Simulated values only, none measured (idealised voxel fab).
Presented below is a process module, voxel wiring stack.
Square cells of 5 nm make up the cross-section cut, whose width is 220 nm.
Cross-section = grid of square cells, listed top down in bands; band = one or more rows.
Each band's line starts with the height of the band's top and of its bottom, in nm. Then come its materials from left to right, each with its width in nm. One material with "all across" fills the band from edge to edge. "air" is empty space.
Basically, 0 is our baseline, since under it the wafer straight out of the box is all one material. The bottom band has no lower end and keeps on going down, so it looks like "0 down".
Graded width ("30 to 40"): value in top row of band = first number; value in bottom row = second number; row-to-row change constant.
"nothing different" (step): cross-section cells unchanged, all of them.
"Closed empty spaces" enumerates empty spaces isolated from the top, with no open way to it, that contain at least 8 cells, giving each as width x height at distance from the left edge, all three in nm.
Formally, on a step line, whatever follows the settings is a remark that the simulator itself makes on the step.
The line of a step may include "overlay nm". On a step with a mask, this value is how far to the right of its planned place the mask lay. A negative value means the mask lay to the left.

The following list gives the planned process steps:
- 1: RECEIVE with material Si
- 2: CONFORMAL_DEP with material SiO2, thk nm 15
- 3: CONFORMAL_DEP with material SiN, thk nm 5
- 4: DIRECTIONAL_DEP with material SiO2, thk nm 25
- 5: DIRECTIONAL_DEP with material aC, thk nm 15
- 6: PATTERN with tone open, mask id METAL_1, material resist, width nm 20, pitch nm 45, thk nm 35, overlay nm 0
- 7: DIRECTIONAL_ETCH with etch materials aC, depth nm 15
- 8: STRIP with etch materials resist
- 9: DIRECTIONAL_ETCH with etch materials SiO2, depth nm 25
- 10: DIRECTIONAL_ETCH with etch materials SiN, depth nm 5
- 11: STRIP with etch materials aC
- 12: CONFORMAL_DEP with material TiN, thk nm 5
- 13: FILL_DEP with material Ru, thk nm 10
- 14: CMP with height nm 45
- 15: EPI with material Ru, thk nm 5
- 16: FILL_DEP with material SiCN, thk nm 5
- 17: DIRECTIONAL_DEP with material lowk, thk nm 10
- 18: PATTERN with tone open, mask id PLUG_1, material resist, width nm 15, pitch nm 90, thk nm 15, overlay nm 0
- 19: DIRECTIONAL_ETCH with etch materials lowk, depth nm 10
- 20: DIRECTIONAL_ETCH with etch materials SiCN, depth nm 5
- 21: STRIP with etch materials resist
- 22: EPI with material Ru, thk nm 10
- 23: EPI with material Ru, thk nm 5
- 24: DIRECTIONAL_DEP with material TiN, thk nm 5
- 25: DIRECTIONAL_DEP with material Ru, thk nm 20
- 26: DIRECTIONAL_DEP with material aC, thk nm 10
- 27: PATTERN with tone cover, mask id METAL_2, material resist, width nm 20, pitch nm 45, thk nm 30, overlay nm 0
- 28: DIRECTIONAL_ETCH with etch materials aC, depth nm 10
- 29: STRIP with etch materials resist
- 30: DIRECTIONAL_ETCH with etch materials Ru, depth nm 20
- 31: DIRECTIONAL_ETCH with etch materials TiN, depth nm 5
- 32: STRIP with etch materials aC
- 33: CONFORMAL_DEP with material SiN, thk nm 5
- 34: FILL_DEP with material lowk, thk nm 10
- 35: CMP with height nm 90
- 36: CONFORMAL_DEP with material SiCN, thk nm 5
- 37: DIRECTIONAL_DEP with material SiO2, thk nm 10
- 38: PATTERN with tone open, mask id PLUG_2, material resist, width nm 15, pitch nm 90, thk nm 20, overlay nm 0
- 39: DIRECTIONAL_ETCH with etch materials SiO2, depth nm 10
- 40: DIRECTIONAL_ETCH with etch materials SiCN, depth nm 5
- 41: STRIP with etch materials resist
- 42: EPI with material Ru, thk nm 10
- 43: EPI with material Ru, thk nm 5
- 44: CONFORMAL_DEP with material SiCN, thk nm 5
- 45: DIRECTIONAL_DEP with material lowk, thk nm 25
- 46: MASKED_ETCH with tone open, mask id METAL_3, width nm 20, pitch nm 45, etch materials lowk, depth nm 25, overlay nm 0
- 47: MASKED_ETCH with tone open, mask id METAL_3, width nm 20, pitch nm 45, etch materials SiCN, depth nm 5, overlay nm 0
- 48: CONFORMAL_DEP with material TiN, thk nm 5
- 49: FILL_DEP with material Ru, thk nm 5
- 50: CMP with height nm 135
- 51: CONFORMAL_DEP with material SiCN, thk nm 5

Of two wafers, the first: run according to plan:

The cross-section here shows the wafer as received, i.e. in its state after step 1:
  0 down: Si all across
  Closed empty spaces: none

So this is the wafer cross-section right after step 2:
  15 to 0: SiO2 all across
  Below a height of 0, the structure has not been altered.

So this is the wafer cross-section right after step 3:
  20 to 15: SiN all across
  Below a height of 15, the structure has not been altered.

So this is the wafer cross-section right after step 4:
  45 to 20: SiO2 all across
  Below a height of 20, the structure has not been altered.

So this is the wafer cross-section right after step 5:
  60 to 45: aC all across
  Below a height of 45, the structure has not been altered.

So this is the wafer cross-section right after step 6:
  95 to 60: resist (30) / air (20) / resist (25) / air (20) / resist (25) / air (20) / resist (25) / air (20) / resist (35)
  Below a height of 60, the structure has not been altered.

So this is the wafer cross-section right after step 7:
  80 to 60: resist (30) / air (20) / resist (25) / air (20) / resist (25) / air (20) / resist (25) / air (20) / resist (35)
  60 to 45: aC (30) / air (20) / aC (25) / air (20) / aC (25) / air (20) / aC (25) / air (20) / aC (35)
  Below a height of 45, the structure has not been altered.

So this is the wafer cross-section right after step 8:
  60 to 45: aC (30) / air (20) / aC (25) / air (20) / aC (25) / air (20) / aC (25) / air (20) / aC (35)
  Below a height of 45, the structure has not been altered.

So this is the wafer cross-section right after step 9:
  60 to 45: aC (30) / air (20) / aC (25) / air (20) / aC (25) / air (20) / aC (25) / air (20) / aC (35)
  45 to 20: SiO2 (30) / air (20) / SiO2 (25) / air (20) / SiO2 (25) / air (20) / SiO2 (25) / air (20) / SiO2 (35)
  Below a height of 20, the structure has not been altered.

So this is the wafer cross-section right after step 10:
  60 to 45: aC (30) / air (20) / aC (25) / air (20) / aC (25) / air (20) / aC (25) / air (20) / aC (35)
  45 to 20: SiO2 (30) / air (20) / SiO2 (25) / air (20) / SiO2 (25) / air (20) / SiO2 (25) / air (20) / SiO2 (35)
  20 to 15: SiN (30) / air (20) / SiN (25) / air (20) / SiN (25) / air (20) / SiN (25) / air (20) / SiN (35)
  Below a height of 15, the structure has not been altered.

So this is the wafer cross-section right after step 11:
  45 to 20: SiO2 (30) / air (20) / SiO2 (25) / air (20) / SiO2 (25) / air (20) / SiO2 (25) / air (20) / SiO2 (35)
  Below a height of 20, the structure has not been altered.

So this is the wafer cross-section right after step 12:
  50 to 45: TiN (35) / air (10) / TiN (35) / air (10) / TiN (35) / air (10) / TiN (35) / air (10) / TiN (40)
  45 to 20: SiO2 (30) / TiN (5) / air (10) / TiN (5) / SiO2 (25) / TiN (5) / air (10) / TiN (5) / SiO2 (25) / TiN (5) / air (10) / TiN (5) / SiO2 (25) / TiN (5) / air (10) / TiN (5) / SiO2 (35)
  20 to 15: SiN (30) / TiN (20) / SiN (25) / TiN (20) / SiN (25) / TiN (20) / SiN (25) / TiN (20) / SiN (35)
  Below a height of 15, the structure has not been altered.

So this is the wafer cross-section right after step 13:
  60 to 50: Ru all across
  50 to 45: TiN (35) / Ru (10) / TiN (35) / Ru (10) / TiN (35) / Ru (10) / TiN (35) / Ru (10) / TiN (40)
  45 to 20: SiO2 (30) / TiN (5) / Ru (10) / TiN (5) / SiO2 (25) / TiN (5) / Ru (10) / TiN (5) / SiO2 (25) / TiN (5) / Ru (10) / TiN (5) / SiO2 (25) / TiN (5) / Ru (10) / TiN (5) / SiO2 (35)
  Below a height of 20, the structure has not been altered.

So this is the wafer cross-section right after step 14:
  45 to 20: SiO2 (30) / TiN (5) / Ru (10) / TiN (5) / SiO2 (25) / TiN (5) / Ru (10) / TiN (5) / SiO2 (25) / TiN (5) / Ru (10) / TiN (5) / SiO2 (25) / TiN (5) / Ru (10) / TiN (5) / SiO2 (35)
  Below a height of 20, the structure has not been altered.

So this is the wafer cross-section right after step 15:
  50 to 45: air (25) / Ru (30) / air (15) / Ru (30) / air (15) / Ru (30) / air (15) / Ru (30) / air (30)
  Below a height of 45, the structure has not been altered.

So this is the wafer cross-section right after step 16:
  55 to 50: SiCN all across
  50 to 45: SiCN (25) / Ru (30) / SiCN (15) / Ru (30) / SiCN (15) / Ru (30) / SiCN (15) / Ru (30) / SiCN (30)
  Below a height of 45, the structure has not been altered.

So this is the wafer cross-section right after step 17:
  65 to 55: lowk all across
  Below a height of 55, the structure has not been altered.

So this is the wafer cross-section right after step 18:
  80 to 65: resist (30) / air (15) / resist (75) / air (15) / resist (85)
  Below a height of 65, the structure has not been altered.

So this is the wafer cross-section right after step 19:
  80 to 65: resist (30) / air (15) / resist (75) / air (15) / resist (85)
  65 to 55: lowk (30) / air (15) / lowk (75) / air (15) / lowk (85)
  Below a height of 55, the structure has not been altered.

So this is the wafer cross-section right after step 20:
  80 to 65: resist (30) / air (15) / resist (75) / air (15) / resist (85)
  65 to 55: lowk (30) / air (15) / lowk (75) / air (15) / lowk (85)
  55 to 50: SiCN (30) / air (15) / SiCN (75) / air (15) / SiCN (85)
  Below a height of 50, the structure has not been altered.

So this is the wafer cross-section right after step 21:
  65 to 55: lowk (30) / air (15) / lowk (75) / air (15) / lowk (85)
  Below a height of 55, the structure has not been altered.

So this is the wafer cross-section right after step 22:
  65 to 60: lowk (30) / air (15) / lowk (75) / air (15) / lowk (85)
  60 to 55: lowk (30) / Ru (15) / lowk (75) / Ru (15) / lowk (85)
  55 to 50: SiCN (30) / Ru (15) / SiCN (75) / Ru (15) / SiCN (85)
  Below a height of 50, the structure has not been altered.

So this is the wafer cross-section right after step 23:
  65 to 55: lowk (30) / Ru (15) / lowk (75) / Ru (15) / lowk (85)
  Below a height of 55, the structure has not been altered.

So this is the wafer cross-section right after step 24:
  70 to 65: TiN all across
  Below a height of 65, the structure has not been altered.

So this is the wafer cross-section right after step 25:
  90 to 70: Ru all across
  Below a height of 70, the structure has not been altered.

So this is the wafer cross-section right after step 26:
  100 to 90: aC all across
  Below a height of 90, the structure has not been altered.

So this is the wafer cross-section right after step 27:
  130 to 100: air (30) / resist (20) / air (25) / resist (20) / air (25) / resist (20) / air (25) / resist (20) / air (35)
  Below a height of 100, the structure has not been altered.

So this is the wafer cross-section right after step 28:
  120 to 100: air (30) / resist (20) / air (25) / resist (20) / air (25) / resist (20) / air (25) / resist (20) / air (35)
  100 to 90: air (30) / aC (20) / air (25) / aC (20) / air (25) / aC (20) / air (25) / aC (20) / air (35)
  Below a height of 90, the structure has not been altered.

So this is the wafer cross-section right after step 29:
  100 to 90: air (30) / aC (20) / air (25) / aC (20) / air (25) / aC (20) / air (25) / aC (20) / air (35)
  Below a height of 90, the structure has not been altered.

So this is the wafer cross-section right after step 30:
  100 to 90: air (30) / aC (20) / air (25) / aC (20) / air (25) / aC (20) / air (25) / aC (20) / air (35)
  90 to 70: air (30) / Ru (20) / air (25) / Ru (20) / air (25) / Ru (20) / air (25) / Ru (20) / air (35)
  Below a height of 70, the structure has not been altered.

So this is the wafer cross-section right after step 31:
  100 to 90: air (30) / aC (20) / air (25) / aC (20) / air (25) / aC (20) / air (25) / aC (20) / air (35)
  90 to 70: air (30) / Ru (20) / air (25) / Ru (20) / air (25) / Ru (20) / air (25) / Ru (20) / air (35)
  70 to 65: air (30) / TiN (20) / air (25) / TiN (20) / air (25) / TiN (20) / air (25) / TiN (20) / air (35)
  Below a height of 65, the structure has not been altered.

So this is the wafer cross-section right after step 32:
  90 to 70: air (30) / Ru (20) / air (25) / Ru (20) / air (25) / Ru (20) / air (25) / Ru (20) / air (35)
  Below a height of 70, the structure has not been altered.

So this is the wafer cross-section right after step 33:
  95 to 90: air (25) / SiN (30) / air (15) / SiN (30) / air (15) / SiN (30) / air (15) / SiN (30) / air (30)
  90 to 70: air (25) / SiN (5) / Ru (20) / SiN (5) / air (15) / SiN (5) / Ru (20) / SiN (5) / air (15) / SiN (5) / Ru (20) / SiN (5) / air (15) / SiN (5) / Ru (20) / SiN (5) / air (30)
  70 to 65: SiN (30) / TiN (20) / SiN (25) / TiN (20) / SiN (25) / TiN (20) / SiN (25) / TiN (20) / SiN (35)
  Below a height of 65, the structure has not been altered.

So this is the wafer cross-section right after step 34:
  105 to 95: lowk all across
  95 to 90: lowk (25) / SiN (30) / lowk (15) / SiN (30) / lowk (15) / SiN (30) / lowk (15) / SiN (30) / lowk (30)
  90 to 70: lowk (25) / SiN (5) / Ru (20) / SiN (5) / lowk (15) / SiN (5) / Ru (20) / SiN (5) / lowk (15) / SiN (5) / Ru (20) / SiN (5) / lowk (15) / SiN (5) / Ru (20) / SiN (5) / lowk (30)
  Below a height of 70, the structure has not been altered.

So this is the wafer cross-section right after step 35:
  90 to 70: lowk (25) / SiN (5) / Ru (20) / SiN (5) / lowk (15) / SiN (5) / Ru (20) / SiN (5) / lowk (15) / SiN (5) / Ru (20) / SiN (5) / lowk (15) / SiN (5) / Ru (20) / SiN (5) / lowk (30)
  Below a height of 70, the structure has not been altered.

So this is the wafer cross-section right after step 36:
  95 to 90: SiCN all across
  Below a height of 90, the structure has not been altered.

So this is the wafer cross-section right after step 37:
  105 to 95: SiO2 all across
  Below a height of 95, the structure has not been altered.

So this is the wafer cross-section right after step 38:
  125 to 105: resist (30) / air (15) / resist (75) / air (15) / resist (85)
  Below a height of 105, the structure has not been altered.

So this is the wafer cross-section right after step 39:
  125 to 105: resist (30) / air (15) / resist (75) / air (15) / resist (85)
  105 to 95: SiO2 (30) / air (15) / SiO2 (75) / air (15) / SiO2 (85)
  Below a height of 95, the structure has not been altered.

So this is the wafer cross-section right after step 40:
  125 to 105: resist (30) / air (15) / resist (75) / air (15) / resist (85)
  105 to 95: SiO2 (30) / air (15) / SiO2 (75) / air (15) / SiO2 (85)
  95 to 90: SiCN (30) / air (15) / SiCN (75) / air (15) / SiCN (85)
  Below a height of 90, the structure has not been altered.

So this is the wafer cross-section right after step 41:
  105 to 95: SiO2 (30) / air (15) / SiO2 (75) / air (15) / SiO2 (85)
  Below a height of 95, the structure has not been altered.

So this is the wafer cross-section right after step 42:
  105 to 100: SiO2 (30) / air (15) / SiO2 (75) / air (15) / SiO2 (85)
  100 to 95: SiO2 (30) / Ru (15) / SiO2 (75) / Ru (15) / SiO2 (85)
  95 to 90: SiCN (30) / Ru (15) / SiCN (75) / Ru (15) / SiCN (85)
  Below a height of 90, the structure has not been altered.

So this is the wafer cross-section right after step 43:
  105 to 95: SiO2 (30) / Ru (15) / SiO2 (75) / Ru (15) / SiO2 (85)
  Below a height of 95, the structure has not been altered.

So this is the wafer cross-section right after step 44:
  110 to 105: SiCN all across
  Below a height of 105, the structure has not been altered.

So this is the wafer cross-section right after step 45:
  135 to 110: lowk all across
  Below a height of 110, the structure has not been altered.

So this is the wafer cross-section right after step 46:
  135 to 110: lowk (30) / air (20) / lowk (25) / air (20) / lowk (25) / air (20) / lowk (25) / air (20) / lowk (35)
  Below a height of 110, the structure has not been altered.

So this is the wafer cross-section right after step 47:
  135 to 110: lowk (30) / air (20) / lowk (25) / air (20) / lowk (25) / air (20) / lowk (25) / air (20) / lowk (35)
  110 to 105: SiCN (30) / air (20) / SiCN (25) / air (20) / SiCN (25) / air (20) / SiCN (25) / air (20) / SiCN (35)
  Below a height of 105, the structure has not been altered.

So this is the wafer cross-section right after step 48:
  140 to 135: TiN (35) / air (10) / TiN (35) / air (10) / TiN (35) / air (10) / TiN (35) / air (10) / TiN (40)
  135 to 110: lowk (30) / TiN (5) / air (10) / TiN (5) / lowk (25) / TiN (5) / air (10) / TiN (5) / lowk (25) / TiN (5) / air (10) / TiN (5) / lowk (25) / TiN (5) / air (10) / TiN (5) / lowk (35)
  110 to 105: SiCN (30) / TiN (20) / SiCN (25) / TiN (20) / SiCN (25) / TiN (20) / SiCN (25) / TiN (20) / SiCN (35)
  Below a height of 105, the structure has not been altered.

So this is the wafer cross-section right after step 49:
  145 to 140: Ru all across
  140 to 135: TiN (35) / Ru (10) / TiN (35) / Ru (10) / TiN (35) / Ru (10) / TiN (35) / Ru (10) / TiN (40)
  135 to 110: lowk (30) / TiN (5) / Ru (10) / TiN (5) / lowk (25) / TiN (5) / Ru (10) / TiN (5) / lowk (25) / TiN (5) / Ru (10) / TiN (5) / lowk (25) / TiN (5) / Ru (10) / TiN (5) / lowk (35)
  Below a height of 110, the structure has not been altered.

So this is the wafer cross-section right after step 50:
  135 to 110: lowk (30) / TiN (5) / Ru (10) / TiN (5) / lowk (25) / TiN (5) / Ru (10) / TiN (5) / lowk (25) / TiN (5) / Ru (10) / TiN (5) / lowk (25) / TiN (5) / Ru (10) / TiN (5) / lowk (35)
  Below a height of 110, the structure has not been altered.

So this is the wafer cross-section right after step 51:
  140 to 135: SiCN all across
  Below a height of 135, the structure has not been altered.

Second wafer. Start and plan as for the first. One mistake made in running. Agrees with the first up to and including step 50:

When step 51 should have ended:
  140 to 135: aC all across
  Below a height of 135, the structure has not been altered.
In executing the process, a mistake was made relative to the plan: rather than as planned, step 51 actually ran as CONFORMAL_DEP with material aC, thk nm 5
Final difference in cells, second wafer against first, listed per material as more or fewer: SiCN: 44 fewer | aC: 44 more
